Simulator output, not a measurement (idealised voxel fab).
Title: Process Module voxel transistor to metal
FYI the section here is cut, 285 nm wide, cells are 5 nm squares.
Square cells in a grid make up a cross-section in this document, and the grid is given as bands, listed from the top down, each one or more rows of cells.
Within each band entry, the heights of the top and of the bottom of the band appear first, in that order and in nm; the materials of the band then follow from left to right, each with its corresponding width in nm. The designation "everywhere" on a single material indicates that it fills the band from edge to edge; the designation "air" indicates empty space.
Height datum 0, below which the as-received substrate wafer is one material. Lowest band open at the bottom, running downward: "z 0 and below".
Top row gets the first number, bottom row gets the second, and each row in between changes by the same step: that is how a band width like "30 to 40" works.
"no change" -> step changed no cross-section cell.
"Sealed-off cavities" means: voids of 8 cells or more that are shut off from the top with no open way through. Written width x height at distance, distance from the left edge, in nm.
Text after the settings on a step's line: the simulator's own remark on that step.
overlay nm: on a step with a mask, how far right of its planned place the mask lay; negative means left.

### The planned process steps are enumerated hereunder
- 1: RECEIVE | material Si
- 2: OXIDIZE | depth nm 5
- 3: CONFORMAL_DEP | material SiN | thk nm 10
- 4: DIRECTIONAL_DEP | material aC | thk nm 10
- 5: PATTERN | tone cover | mask id ACTIVE | material resist | width nm 95 | pitch nm 115 | thk nm 30 | overlay nm 0
- 6: DIRECTIONAL_ETCH | etch materials aC | depth nm 10
- 7: STRIP | etch materials resist
- 8: DIRECTIONAL_ETCH | etch materials SiN | depth nm 10
- 9: DIRECTIONAL_ETCH | etch materials SiO2 | depth nm 5
- 10: DIRECTIONAL_ETCH | etch materials Si | depth nm 30
- 11: STRIP | etch materials aC
- 12: FILL_DEP | material SiO2 | thk nm 10
- 13: CMP | height nm 10
- 14: SELECTIVE_ETCH | etch materials SiO2 | depth nm 10
- 15: STRIP | etch materials SiN
- 16: SELECTIVE_ETCH | etch materials SiO2 | depth nm 5
- 17: OXIDIZE | depth nm 5
- 18: DIRECTIONAL_DEP | material polySi | thk nm 25
- 19: DIRECTIONAL_DEP | material SiCN | thk nm 10
- 20: DIRECTIONAL_DEP | material aC | thk nm 15
- 21: PATTERN | tone cover | mask id GATE | material resist | width nm 15 | pitch nm 115 | thk nm 30 | overlay nm 0
- 22: DIRECTIONAL_ETCH | etch materials aC | depth nm 15
- 23: STRIP | etch materials resist
- 24: DIRECTIONAL_ETCH | etch materials SiCN | depth nm 20
- 25: DIRECTIONAL_ETCH | etch materials polySi | depth nm 35
- 26: STRIP | etch materials aC
- 27: CONFORMAL_DEP | material SiO2 | thk nm 5
- 28: DIRECTIONAL_ETCH | etch materials SiO2 | depth nm 5
- 29: CONFORMAL_DEP | material SiN | thk nm 10
- 30: DIRECTIONAL_ETCH | etch materials SiN | depth nm 10
- 31: DIRECTIONAL_ETCH | etch materials SiO2 | depth nm 5
- 32: EPI | material nSi | thk nm 5
- 33: FILL_DEP | material SiO2 | thk nm 10
- 34: CMP | height nm 30
- 35: DIRECTIONAL_DEP | material SiO2 | thk nm 10
- 36: DIRECTIONAL_DEP | material aC | thk nm 10
- 37: PATTERN | tone open | mask id CONTACT | material resist | width nm 25 | thk nm 25 | overlay nm 0
- 38: DIRECTIONAL_ETCH | etch materials aC | depth nm 10
- 39: STRIP | etch materials resist
- 40: DIRECTIONAL_ETCH | etch materials SiO2 | depth nm 45
- 41: STRIP | etch materials aC
- 42: CONFORMAL_DEP | material TiN | thk nm 5
- 43: FILL_DEP | material W | thk nm 10
- 44: CMP | height nm 40
- 45: CONFORMAL_DEP | material SiN | thk nm 5
- 46: DIRECTIONAL_DEP | material lowk | thk nm 25
- 47: PATTERN | tone open | mask id METAL_1 | material resist | width nm 15 | thk nm 20 | overlay nm 0
- 48: DIRECTIONAL_ETCH | etch materials lowk | depth nm 25
- 49: DIRECTIONAL_ETCH | etch materials SiN | depth nm 5
- 50: STRIP | etch materials resist
- 51: CONFORMAL_DEP | material TiN | thk nm 5
- 52: FILL_DEP | material Cu | thk nm 10
- 53: CMP | height nm 70
- 54: CONFORMAL_DEP | material SiN | thk nm 5

### Cross-section of the wafer as it came to us, i.e., already through step 1
* z 0 and below = Si everywhere
* Sealed-off cavities: none

### This is how the wafer looks in cross-section once the module is done, given the starting state and plan above and one mistake in carrying the plan out
* z 75 to 70 = SiN everywhere
* z 70 to 45 = 45 of lowk, then 5 of TiN, then 5 of Cu, then 5 of TiN, then 45 of lowk, then 5 of TiN, then 5 of Cu, then 5 of TiN, then 40 of lowk, then 5 of TiN, then 5 of Cu, then 5 of TiN, then 45 of lowk, then 5 of TiN, then 5 of Cu, then 5 of TiN, then 50 of lowk
* z 45 to 40 = 45 of SiN, then 15 of TiN, then 45 of SiN, then 15 of TiN, then 40 of SiN, then 15 of TiN, then 45 of SiN, then 15 of TiN, then 50 of SiN
* z 40 to 30 = 45 of SiO2, then 5 of TiN, then 15 to 5 of W, then 5 to 15 of TiN, then 25 of SiO2, then 5 to 15 of TiN, then 15 to 5 of W, then 5 of TiN, then 40 of SiO2, then 5 of TiN, then 15 to 5 of W, then 5 to 15 of TiN, then 25 of SiO2, then 5 to 15 of TiN, then 15 to 5 of W, then 5 of TiN, then 50 of SiO2
* z 30 to 20 = 45 of SiO2, then 5 of TiN, then 5 of W, then 5 of TiN, then 10 of SiN, then 5 of SiO2, then 15 of SiCN, then 5 of SiO2, then 10 of SiN, then 5 of TiN, then 5 of W, then 5 of TiN, then 40 of SiO2, then 5 of TiN, then 5 of W, then 5 of TiN, then 10 of SiN, then 5 of SiO2, then 15 of SiCN, then 5 of SiO2, then 10 of SiN, then 5 of TiN, then 5 of W, then 5 of TiN, then 50 of SiO2
* z 20 to 0 = 45 of SiO2, then 5 of TiN, then 5 of W, then 5 of TiN, then 10 of SiN, then 5 of SiO2, then 15 of polySi, then 5 of SiO2, then 10 of SiN, then 5 of TiN, then 5 of W, then 5 of TiN, then 40 of SiO2, then 5 of TiN, then 5 of W, then 5 of TiN, then 10 of SiN, then 5 of SiO2, then 15 of polySi, then 5 of SiO2, then 10 of SiN, then 5 of TiN, then 5 of W, then 5 of TiN, then 50 of SiO2
* z 0 to -5 = 45 of SiO2, then 15 of TiN, then 10 of SiN, then 5 of SiO2, then 15 of polySi, then 5 of SiO2, then 10 of SiN, then 15 of TiN, then 40 of SiO2, then 15 of TiN, then 10 of SiN, then 5 of SiO2, then 15 of polySi, then 5 of SiO2, then 10 of SiN, then 15 of TiN, then 50 of SiO2
* z -5 to -10 = 40 of nSi, then 85 of SiO2, then 30 of nSi, then 85 of SiO2, then 45 of nSi
* z -10 to -35 = 35 of Si, then 95 of SiO2, then 20 of Si, then 95 of SiO2, then 40 of Si
* z -35 and below = Si everywhere
* Sealed-off cavities: none
Short version of what went wrong: contrary to plan, step 5 was performed as PATTERN | tone open | mask id ACTIVE | material resist | width nm 95 | pitch nm 115 | thk nm 30 | overlay nm 0
